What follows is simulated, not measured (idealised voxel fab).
A process module follows: voxel gate over fins.
Square cells of 5 nm make up the cross-section cut, whose width is 235 nm.
Each cross-section below is a grid of square cells, stated as bands in top-down order, with one or more rows of cells making up each band.
Heights first: top, then bottom, in nm. Then materials, left to right, each with a width in nm. "all across" on a single material: fills the band edge to edge. "empty": empty space.
A quick word on heights: they are counted from 0, and under that level the wafer as it came to us is one material throughout. The lowest band is different from the rest in having no bottom; it simply continues downward, written as in "from 0 down".
The width entry "30->40" should be interpreted row by row: the top row of cells in the band takes the first number, the bottom row takes the second number, and the change between adjacent rows is uniform throughout.
Key: "no change" - step with no changed cell in the cross-section.
For the entry "Unvented internal voids", the listed items are empty spaces with no open way to the top whose size is 8 cells or more; each item follows the pattern width x height at distance, where distance is from the left edge and all three are in nm.
Text after the settings on a step's line: the simulator's own remark on that step.
If you see "overlay nm" on a step's line and that step has a mask, it's telling you how far right of where it was planned the mask ended up; a negative number means it went left instead.
# Planned process steps
1. RECEIVE | material Si
2. CONFORMAL_DEP | material SiN | thk nm 5
3. MASKED_ETCH | tone cover | mask id FINS | width nm 15 | pitch nm 50 | etch materials SiN | depth nm 5 | overlay nm 0
4. MASKED_ETCH | tone cover | mask id FINS | width nm 15 | pitch nm 50 | etch materials Si | depth nm 35 | overlay nm 0
5. FILL_DEP | material SiO2 | thk nm 10
6. CMP | height nm 5
7. DIRECTIONAL_DEP | material aC | thk nm 10
8. PATTERN | tone open | mask id RAIL | material resist | width nm 15 | thk nm 30 | overlay nm 0
9. DIRECTIONAL_ETCH | etch materials aC | depth nm 10
10. STRIP | etch materials resist
11. DIRECTIONAL_ETCH | etch materials SiO2 | depth nm 35
12. STRIP | etch materials aC
13. CONFORMAL_DEP | material TiN | thk nm 5
14. FILL_DEP | material W | thk nm 10
15. CMP | height nm 5
16. SELECTIVE_ETCH | etch materials W Ru TiN | depth nm 20
17. FILL_DEP | material SiO2 | thk nm 5
18. CMP | height nm 5
19. SELECTIVE_ETCH | etch materials SiO2 | depth nm 15
20. STRIP | etch materials SiN
21. CONFORMAL_DEP | material HfO2 | thk nm 5
22. CONFORMAL_DEP | material TiN | thk nm 5
23. CONFORMAL_DEP | material TiAl | thk nm 5
24. CONFORMAL_DEP | material TiN | thk nm 5
25. FILL_DEP | material W | thk nm 15
26. CMP | height nm 30
27. CONFORMAL_DEP | material SiCN | thk nm 10
# What follows covers the first of two wafers; it ran as planned
# As received (post step 1): cross-section
* from 0 down  Si all across
* Unvented internal voids: none
# Once step 2 is through, the wafer looks like this in cross-section
* from 5 to 0  SiN all across
* Unchanged below 0.
# Once step 3 is through, the wafer looks like this in cross-section
* from 5 to 0  35 of empty  15 of SiN  35 of empty  15 of SiN  35 of empty  15 of SiN  35 of empty  15 of SiN  35 of empty
* Unchanged below 0.
# Once step 4 is through, the wafer looks like this in cross-section
* from 5 to 0  35 of empty  15 of SiN  35 of empty  15 of SiN  35 of empty  15 of SiN  35 of empty  15 of SiN  35 of empty
* from 0 to -35  35 of empty  15 of Si  35 of empty  15 of Si  35 of empty  15 of Si  35 of empty  15 of Si  35 of empty
* Unchanged below -35.
# Once step 5 is through, the wafer looks like this in cross-section
* from 15 to 5  SiO2 all across
* from 5 to 0  35 of SiO2  15 of SiN  35 of SiO2  15 of SiN  35 of SiO2  15 of SiN  35 of SiO2  15 of SiN  35 of SiO2
* from 0 to -35  35 of SiO2  15 of Si  35 of SiO2  15 of Si  35 of SiO2  15 of Si  35 of SiO2  15 of Si  35 of SiO2
* Unchanged below -35.
# Once step 6 is through, the wafer looks like this in cross-section
* from 5 to 0  35 of SiO2  15 of SiN  35 of SiO2  15 of SiN  35 of SiO2  15 of SiN  35 of SiO2  15 of SiN  35 of SiO2
* Unchanged below 0.
# Once step 7 is through, the wafer looks like this in cross-section
* from 15 to 5  aC all across
* Unchanged below 5.
# Once step 8 is through, the wafer looks like this in cross-section
* from 45 to 15  60 of resist  15 of empty  160 of resist
* Unchanged below 15.
# Once step 9 is through, the wafer looks like this in cross-section
* from 35 to 15  60 of resist  15 of empty  160 of resist
* from 15 to 5  60 of aC  15 of empty  160 of aC
* Unchanged below 5.
# Once step 10 is through, the wafer looks like this in cross-section
* from 15 to 5  60 of aC  15 of empty  160 of aC
* Unchanged below 5.
# Once step 11 is through, the wafer looks like this in cross-section
* from 15 to 5  60 of aC  15 of empty  160 of aC
* from 5 to 0  35 of SiO2  15 of SiN  10 of SiO2  15 of empty  10 of SiO2  15 of SiN  35 of SiO2  15 of SiN  35 of SiO2  15 of SiN  35 of SiO2
* from 0 to -30  35 of SiO2  15 of Si  10 of SiO2  15 of empty  10 of SiO2  15 of Si  35 of SiO2  15 of Si  35 of SiO2  15 of Si  35 of SiO2
* Unchanged below -30.
# Once step 12 is through, the wafer looks like this in cross-section
* from 5 to 0  35 of SiO2  15 of SiN  10 of SiO2  15 of empty  10 of SiO2  15 of SiN  35 of SiO2  15 of SiN  35 of SiO2  15 of SiN  35 of SiO2
* Unchanged below 0.
# Once step 13 is through, the wafer looks like this in cross-section
* from 10 to 5  65 of TiN  5 of empty  165 of TiN
* from 5 to 0  35 of SiO2  15 of SiN  10 of SiO2  5 of TiN  5 of empty  5 of TiN  10 of SiO2  15 of SiN  35 of SiO2  15 of SiN  35 of SiO2  15 of SiN  35 of SiO2
* from 0 to -25  35 of SiO2  15 of Si  10 of SiO2  5 of TiN  5 of empty  5 of TiN  10 of SiO2  15 of Si  35 of SiO2  15 of Si  35 of SiO2  15 of Si  35 of SiO2
* from -25 to -30  35 of SiO2  15 of Si  10 of SiO2  15 of TiN  10 of SiO2  15 of Si  35 of SiO2  15 of Si  35 of SiO2  15 of Si  35 of SiO2
* Unchanged below -30.
# Once step 14 is through, the wafer looks like this in cross-section
* from 20 to 10  W all across
* from 10 to 5  65 of TiN  5 of W  165 of TiN
* from 5 to 0  35 of SiO2  15 of SiN  10 of SiO2  5 of TiN  5 of W  5 of TiN  10 of SiO2  15 of SiN  35 of SiO2  15 of SiN  35 of SiO2  15 of SiN  35 of SiO2
* from 0 to -25  35 of SiO2  15 of Si  10 of SiO2  5 of TiN  5 of W  5 of TiN  10 of SiO2  15 of Si  35 of SiO2  15 of Si  35 of SiO2  15 of Si  35 of SiO2
* Unchanged below -25.
# Once step 15 is through, the wafer looks like this in cross-section
* from 5 to 0  35 of SiO2  15 of SiN  10 of SiO2  5 of TiN  5 of W  5 of TiN  10 of SiO2  15 of SiN  35 of SiO2  15 of SiN  35 of SiO2  15 of SiN  35 of SiO2
* Unchanged below 0.
# Once step 16 is through, the wafer looks like this in cross-section
* from 5 to 0  35 of SiO2  15 of SiN  10 of SiO2  15 of empty  10 of SiO2  15 of SiN  35 of SiO2  15 of SiN  35 of SiO2  15 of SiN  35 of SiO2
* from 0 to -15  35 of SiO2  15 of Si  10 of SiO2  15 of empty  10 of SiO2  15 of Si  35 of SiO2  15 of Si  35 of SiO2  15 of Si  35 of SiO2
* Unchanged below -15.
# Once step 17 is through, the wafer looks like this in cross-section
* from 10 to 5  SiO2 all across
* from 5 to 0  35 of SiO2  15 of SiN  35 of SiO2  15 of SiN  35 of SiO2  15 of SiN  35 of SiO2  15 of SiN  35 of SiO2
* from 0 to -15  35 of SiO2  15 of Si  35 of SiO2  15 of Si  35 of SiO2  15 of Si  35 of SiO2  15 of Si  35 of SiO2
* Unchanged below -15.
# Once step 18 is through, the wafer looks like this in cross-section
* from 5 to 0  35 of SiO2  15 of SiN  35 of SiO2  15 of SiN  35 of SiO2  15 of SiN  35 of SiO2  15 of SiN  35 of SiO2
* Unchanged below 0.
# Once step 19 is through, the wafer looks like this in cross-section
* from 5 to 0  35 of empty  15 of SiN  35 of empty  15 of SiN  35 of empty  15 of SiN  35 of empty  15 of SiN  35 of empty
* from 0 to -10  35 of empty  15 of Si  35 of empty  15 of Si  35 of empty  15 of Si  35 of empty  15 of Si  35 of empty
* Unchanged below -10.
# Once step 20 is through, the wafer looks like this in cross-section
* from 0 to -10  35 of empty  15 of Si  35 of empty  15 of Si  35 of empty  15 of Si  35 of empty  15 of Si  35 of empty
* Unchanged below -10.
# Once step 21 is through, the wafer looks like this in cross-section
* from 5 to 0  30 of empty  25 of HfO2  25 of empty  25 of HfO2  25 of empty  25 of HfO2  25 of empty  25 of HfO2  30 of empty
* from 0 to -5  30 of empty  5 of HfO2  15 of Si  5 of HfO2  25 of empty  5 of HfO2  15 of Si  5 of HfO2  25 of empty  5 of HfO2  15 of Si  5 of HfO2  25 of empty  5 of HfO2  15 of Si  5 of HfO2  30 of empty
* from -5 to -10  35 of HfO2  15 of Si  35 of HfO2  15 of Si  35 of HfO2  15 of Si  35 of HfO2  15 of Si  35 of HfO2
* Unchanged below -10.
# Once step 22 is through, the wafer looks like this in cross-section
* from 10 to 5  25 of empty  35 of TiN  15 of empty  35 of TiN  15 of empty  35 of TiN  15 of empty  35 of TiN  25 of empty
* from 5 to 0  25 of empty  5 of TiN  25 of HfO2  5 of TiN  15 of empty  5 of TiN  25 of HfO2  5 of TiN  15 of empty  5 of TiN  25 of HfO2  5 of TiN  15 of empty  5 of TiN  25 of HfO2  5 of TiN  25 of empty
* from 0 to -5  30 of TiN  5 of HfO2  15 of Si  5 of HfO2  25 of TiN  5 of HfO2  15 of Si  5 of HfO2  25 of TiN  5 of HfO2  15 of Si  5 of HfO2  25 of TiN  5 of HfO2  15 of Si  5 of HfO2  30 of TiN
* Unchanged below -5.
# Once step 23 is through, the wafer looks like this in cross-section
* from 15 to 10  20 of empty  45 of TiAl  5 of empty  45 of TiAl  5 of empty  45 of TiAl  5 of empty  45 of TiAl  20 of empty
* from 10 to 5  20 of empty  5 of TiAl  35 of TiN  5 of TiAl  5 of empty  5 of TiAl  35 of TiN  5 of TiAl  5 of empty  5 of TiAl  35 of TiN  5 of TiAl  5 of empty  5 of TiAl  35 of TiN  5 of TiAl  20 of empty
* from 5 to 0  25 of TiAl  5 of TiN  25 of HfO2  5 of TiN  15 of TiAl  5 of TiN  25 of HfO2  5 of TiN  15 of TiAl  5 of TiN  25 of HfO2  5 of TiN  15 of TiAl  5 of TiN  25 of HfO2  5 of TiN  25 of TiAl
* Unchanged below 0.
# Once step 24 is through, the wafer looks like this in cross-section
* from 20 to 15  15 of empty  205 of TiN  15 of empty
* from 15 to 10  15 of empty  5 of TiN  45 of TiAl  5 of TiN  45 of TiAl  5 of TiN  45 of TiAl  5 of TiN  45 of TiAl  5 of TiN  15 of empty
* from 10 to 5  20 of TiN  5 of TiAl  35 of TiN  5 of TiAl  5 of TiN  5 of TiAl  35 of TiN  5 of TiAl  5 of TiN  5 of TiAl  35 of TiN  5 of TiAl  5 of TiN  5 of TiAl  35 of TiN  5 of TiAl  20 of TiN
* Unchanged below 5.
# Once step 25 is through, the wafer looks like this in cross-section
* from 35 to 20  W all across
* from 20 to 15  15 of W  205 of TiN  15 of W
* from 15 to 10  15 of W  5 of TiN  45 of TiAl  5 of TiN  45 of TiAl  5 of TiN  45 of TiAl  5 of TiN  45 of TiAl  5 of TiN  15 of W
* Unchanged below 10.
# Once step 26 is through, the wafer looks like this in cross-section
* from 30 to 20  W all across
* Unchanged below 20.
# Once step 27 is through, the wafer looks like this in cross-section
* from 40 to 30  SiCN all across
* Unchanged below 30.
# Notes, second wafer: start = first wafer's, plan = first wafer's, execution had one mistake; history identical to first through step 7
# The second wafer cut through, at the time step 8 was supposed to be finished
* from 45 to 15  55 of resist  15 of empty  165 of resist
* Unchanged below 15.
# The second wafer cut through, at the time step 9 was supposed to be finished
* from 35 to 15  55 of resist  15 of empty  165 of resist
* from 15 to 5  55 of aC  15 of empty  165 of aC
* Unchanged below 5.
# The second wafer cut through, at the time step 10 was supposed to be finished
* from 15 to 5  55 of aC  15 of empty  165 of aC
* Unchanged below 5.
# The second wafer cut through, at the time step 11 was supposed to be finished
* from 15 to 5  55 of aC  15 of empty  165 of aC
* from 5 to 0  35 of SiO2  15 of SiN  5 of SiO2  15 of empty  15 of SiO2  15 of SiN  35 of SiO2  15 of SiN  35 of SiO2  15 of SiN  35 of SiO2
* from 0 to -30  35 of SiO2  15 of Si  5 of SiO2  15 of empty  15 of SiO2  15 of Si  35 of SiO2  15 of Si  35 of SiO2  15 of Si  35 of SiO2
* Unchanged below -30.
# The second wafer cut through, at the time step 12 was supposed to be finished
* from 5 to 0  35 of SiO2  15 of SiN  5 of SiO2  15 of empty  15 of SiO2  15 of SiN  35 of SiO2  15 of SiN  35 of SiO2  15 of SiN  35 of SiO2
* Unchanged below 0.
# The second wafer cut through, at the time step 13 was supposed to be finished
* from 10 to 5  60 of TiN  5 of empty  170 of TiN
* from 5 to 0  35 of SiO2  15 of SiN  5 of SiO2  5 of TiN  5 of empty  5 of TiN  15 of SiO2  15 of SiN  35 of SiO2  15 of SiN  35 of SiO2  15 of SiN  35 of SiO2
* from 0 to -25  35 of SiO2  15 of Si  5 of SiO2  5 of TiN  5 of empty  5 of TiN  15 of SiO2  15 of Si  35 of SiO2  15 of Si  35 of SiO2  15 of Si  35 of SiO2
* from -25 to -30  35 of SiO2  15 of Si  5 of SiO2  15 of TiN  15 of SiO2  15 of Si  35 of SiO2  15 of Si  35 of SiO2  15 of Si  35 of SiO2
* Unchanged below -30.
# The second wafer cut through, at the time step 14 was supposed to be finished
* from 20 to 10  W all across
* from 10 to 5  60 of TiN  5 of W  170 of TiN
* from 5 to 0  35 of SiO2  15 of SiN  5 of SiO2  5 of TiN  5 of W  5 of TiN  15 of SiO2  15 of SiN  35 of SiO2  15 of SiN  35 of SiO2  15 of SiN  35 of SiO2
* from 0 to -25  35 of SiO2  15 of Si  5 of SiO2  5 of TiN  5 of W  5 of TiN  15 of SiO2  15 of Si  35 of SiO2  15 of Si  35 of SiO2  15 of Si  35 of SiO2
* Unchanged below -25.
# The second wafer cut through, at the time step 15 was supposed to be finished
* from 5 to 0  35 of SiO2  15 of SiN  5 of SiO2  5 of TiN  5 of W  5 of TiN  15 of SiO2  15 of SiN  35 of SiO2  15 of SiN  35 of SiO2  15 of SiN  35 of SiO2
* Unchanged below 0.
# The second wafer cut through, at the time step 16 was supposed to be finished
* from 5 to 0  35 of SiO2  15 of SiN  5 of SiO2  15 of empty  15 of SiO2  15 of SiN  35 of SiO2  15 of SiN  35 of SiO2  15 of SiN  35 of SiO2
* from 0 to -15  35 of SiO2  15 of Si  5 of SiO2  15 of empty  15 of SiO2  15 of Si  35 of SiO2  15 of Si  35 of SiO2  15 of Si  35 of SiO2
* Unchanged below -15.
# The second wafer cut through, at the time step 17 was supposed to be finished
* from 10 to 5  SiO2 all across
* from 5 to 0  35 of SiO2  15 of SiN  35 of SiO2  15 of SiN  35 of SiO2  15 of SiN  35 of SiO2  15 of SiN  35 of SiO2
* from 0 to -15  35 of SiO2  15 of Si  35 of SiO2  15 of Si  35 of SiO2  15 of Si  35 of SiO2  15 of Si  35 of SiO2
* Unchanged below -15.
# The second wafer cut through, at the time step 18 was supposed to be finished
* from 5 to 0  35 of SiO2  15 of SiN  35 of SiO2  15 of SiN  35 of SiO2  15 of SiN  35 of SiO2  15 of SiN  35 of SiO2
* Unchanged below 0.
# The second wafer cut through, at the time step 19 was supposed to be finished
* from 5 to 0  35 of empty  15 of SiN  35 of empty  15 of SiN  35 of empty  15 of SiN  35 of empty  15 of SiN  35 of empty
* from 0 to -10  35 of empty  15 of Si  35 of empty  15 of Si  35 of empty  15 of Si  35 of empty  15 of Si  35 of empty
* Unchanged below -10.
# The second wafer cut through, at the time step 20 was supposed to be finished
* from 0 to -10  35 of empty  15 of Si  35 of empty  15 of Si  35 of empty  15 of Si  35 of empty  15 of Si  35 of empty
* Unchanged below -10.
# The second wafer cut through, at the time step 21 was supposed to be finished
* from 5 to 0  30 of empty  25 of HfO2  25 of empty  25 of HfO2  25 of empty  25 of HfO2  25 of empty  25 of HfO2  30 of empty
* from 0 to -5  30 of empty  5 of HfO2  15 of Si  5 of HfO2  25 of empty  5 of HfO2  15 of Si  5 of HfO2  25 of empty  5 of HfO2  15 of Si  5 of HfO2  25 of empty  5 of HfO2  15 of Si  5 of HfO2  30 of empty
* from -5 to -10  35 of HfO2  15 of Si  35 of HfO2  15 of Si  35 of HfO2  15 of Si  35 of HfO2  15 of Si  35 of HfO2
* Unchanged below -10.
# The second wafer cut through, at the time step 22 was supposed to be finished
* from 10 to 5  25 of empty  35 of TiN  15 of empty  35 of TiN  15 of empty  35 of TiN  15 of empty  35 of TiN  25 of empty
* from 5 to 0  25 of empty  5 of TiN  25 of HfO2  5 of TiN  15 of empty  5 of TiN  25 of HfO2  5 of TiN  15 of empty  5 of TiN  25 of HfO2  5 of TiN  15 of empty  5 of TiN  25 of HfO2  5 of TiN  25 of empty
* from 0 to -5  30 of TiN  5 of HfO2  15 of Si  5 of HfO2  25 of TiN  5 of HfO2  15 of Si  5 of HfO2  25 of TiN  5 of HfO2  15 of Si  5 of HfO2  25 of TiN  5 of HfO2  15 of Si  5 of HfO2  30 of TiN
* Unchanged below -5.
# The second wafer cut through, at the time step 23 was supposed to be finished
* from 15 to 10  20 of empty  45 of TiAl  5 of empty  45 of TiAl  5 of empty  45 of TiAl  5 of empty  45 of TiAl  20 of empty
* from 10 to 5  20 of empty  5 of TiAl  35 of TiN  5 of TiAl  5 of empty  5 of TiAl  35 of TiN  5 of TiAl  5 of empty  5 of TiAl  35 of TiN  5 of TiAl  5 of empty  5 of TiAl  35 of TiN  5 of TiAl  20 of empty
* from 5 to 0  25 of TiAl  5 of TiN  25 of HfO2  5 of TiN  15 of TiAl  5 of TiN  25 of HfO2  5 of TiN  15 of TiAl  5 of TiN  25 of HfO2  5 of TiN  15 of TiAl  5 of TiN  25 of HfO2  5 of TiN  25 of TiAl
* Unchanged below 0.
# The second wafer cut through, at the time step 24 was supposed to be finished
* from 20 to 15  15 of empty  205 of TiN  15 of empty
* from 15 to 10  15 of empty  5 of TiN  45 of TiAl  5 of TiN  45 of TiAl  5 of TiN  45 of TiAl  5 of TiN  45 of TiAl  5 of TiN  15 of empty
* from 10 to 5  20 of TiN  5 of TiAl  35 of TiN  5 of TiAl  5 of TiN  5 of TiAl  35 of TiN  5 of TiAl  5 of TiN  5 of TiAl  35 of TiN  5 of TiAl  5 of TiN  5 of TiAl  35 of TiN  5 of TiAl  20 of TiN
* Unchanged below 5.
# The second wafer cut through, at the time step 25 was supposed to be finished
* from 35 to 20  W all across
* from 20 to 15  15 of W  205 of TiN  15 of W
* from 15 to 10  15 of W  5 of TiN  45 of TiAl  5 of TiN  45 of TiAl  5 of TiN  45 of TiAl  5 of TiN  45 of TiAl  5 of TiN  15 of W
* Unchanged below 10.
# The second wafer cut through, at the time step 26 was supposed to be finished
* from 30 to 20  W all across
* Unchanged below 20.
# The second wafer cut through, at the time step 27 was supposed to be finished
* from 40 to 30  SiCN all across
* Unchanged below 30.
What was done differently from what was planned? step 8 did not happen as planned, as run it was PATTERN | tone open | mask id RAIL | material resist | width nm 15 | thk nm 30 | overlay nm -5
At the end, the second wafer has the same number of cells of each material as the first, but those cells sit in other places.
